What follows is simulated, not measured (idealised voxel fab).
The name of this process module is voxel self aligned contacts.
Pictured: cross-section cut, 260 nm wide, on a grid of 5 nm square cells.
Cross-section, as written here: a square-cell grid given band by band from the top down, where a band holds one or more rows of cells. In this notation a band is specified by the heights of its top and bottom, in that order and in nm, after which its materials appear from left to right, each paired with its width in nm. The word "throughout" attached to a single material means that material fills the band from edge to edge; the word "empty" stands for empty space. Height 0 is the level under which the wafer as received is all one material. The lowest band goes on downwards, as in "z 0 and below". When a width is written as two numbers, as in "30->40", the first number is the width in the top row of cells of the band and the second is the width in its bottom row, and the width changes by the same amount from each row to the next. Step note "stayed the same" = no cross-section cell changed. You'll see "Closed internal cavities" listing empty spaces that have no way open to the top, as long as they're 8 cells or more; the notation is width x height at distance, where the distance is from the left edge, and all of it is in nm. Post-settings text on a step line: simulator's own remark regarding the step. The line of a step may include "overlay nm". On a step with a mask, this value is how far to the right of its planned place the mask lay. A negative value means the mask lay to the left.

[Planned process steps]
1: op RECEIVE | material Si
2: op CONFORMAL_DEP | material SiO2 | thk nm 5
3: op DIRECTIONAL_DEP | material polySi | thk nm 30
4: op DIRECTIONAL_DEP | material SiN | thk nm 25
5: op MASKED_ETCH | tone cover | mask id GATE | width nm 25 | pitch nm 60 | etch materials SiN | depth nm 25 | overlay nm 0
6: op MASKED_ETCH | tone cover | mask id GATE | width nm 25 | pitch nm 60 | etch materials polySi | depth nm 30 | overlay nm 0
7: op CONFORMAL_DEP | material SiN | thk nm 10
8: op DIRECTIONAL_ETCH | etch materials SiN | depth nm 10
9: op FILL_DEP | material SiO2 | thk nm 15
10: op CMP | height nm 65
11: op MASKED_ETCH | tone open | mask id CONTACT | width nm 45 | pitch nm 60 | etch materials SiO2 | depth nm 65 | overlay nm 0
12: op CONFORMAL_DEP | material TiN | thk nm 5
13: op FILL_DEP | material W | thk nm 5
14: op CMP | height nm 65
15: op CONFORMAL_DEP | material SiCN | thk nm 5

[So this is the incoming wafer in cross-section - it's already been through step 1]
	z 0 and below: Si throughout
	Closed internal cavities: none

[As-planned run: cross-section of the first of two wafers at end of module]
	z 70 to 65: SiCN throughout
	z 65 to 60: 75 nm SiO2 / 20 nm TiN / 5 nm W / 20 nm TiN / 15 nm SiO2 / 20 nm TiN / 5 nm W / 20 nm TiN / 80 nm SiO2
	z 60 to 35: 45 nm SiO2 / 45 nm SiN / 5 nm TiN / 5 nm W / 5 nm TiN / 45 nm SiN / 5 nm TiN / 5 nm W / 5 nm TiN / 45 nm SiN / 50 nm SiO2
	z 35 to 5: 45 nm SiO2 / 10 nm SiN / 25 nm polySi / 10 nm SiN / 5 nm TiN / 5 nm W / 5 nm TiN / 10 nm SiN / 25 nm polySi / 10 nm SiN / 5 nm TiN / 5 nm W / 5 nm TiN / 10 nm SiN / 25 nm polySi / 10 nm SiN / 50 nm SiO2
	z 5 to 0: 90 nm SiO2 / 15 nm TiN / 45 nm SiO2 / 15 nm TiN / 95 nm SiO2
	z 0 and below: Si throughout
	Closed internal cavities: none

[Cross-section, second wafer: same start as the first, same plan as the first, one mistake in running it; taken at the end of the module]
	z 70 to 65: SiCN throughout
	z 65 to 60: 40 nm W / 35 nm TiN / 45 nm SiO2 / 15 nm TiN / 45 nm SiO2 / 35 nm TiN / 45 nm W
	z 60 to 35: 40 nm W / 5 nm TiN / 45 nm SiN / 15 nm SiO2 / 45 nm SiN / 15 nm SiO2 / 45 nm SiN / 5 nm TiN / 45 nm W
	z 35 to 5: 40 nm W / 5 nm TiN / 10 nm SiN / 25 nm polySi / 10 nm SiN / 15 nm SiO2 / 10 nm SiN / 25 nm polySi / 10 nm SiN / 15 nm SiO2 / 10 nm SiN / 25 nm polySi / 10 nm SiN / 5 nm TiN / 45 nm W
	z 5 to 0: 45 nm TiN / 165 nm SiO2 / 50 nm TiN
	z 0 and below: Si throughout
	Closed internal cavities: none
Short version of what went wrong: contrary to plan, step 11 was performed as op MASKED_ETCH | tone cover | mask id CONTACT | width nm 45 | pitch nm 60 | etch materials SiO2 | depth nm 65 | overlay nm 0
Per the end-of-run cell counts, the second wafer holds more or fewer of some materials than the first: SiO2 -172 | TiN -8 | W +180
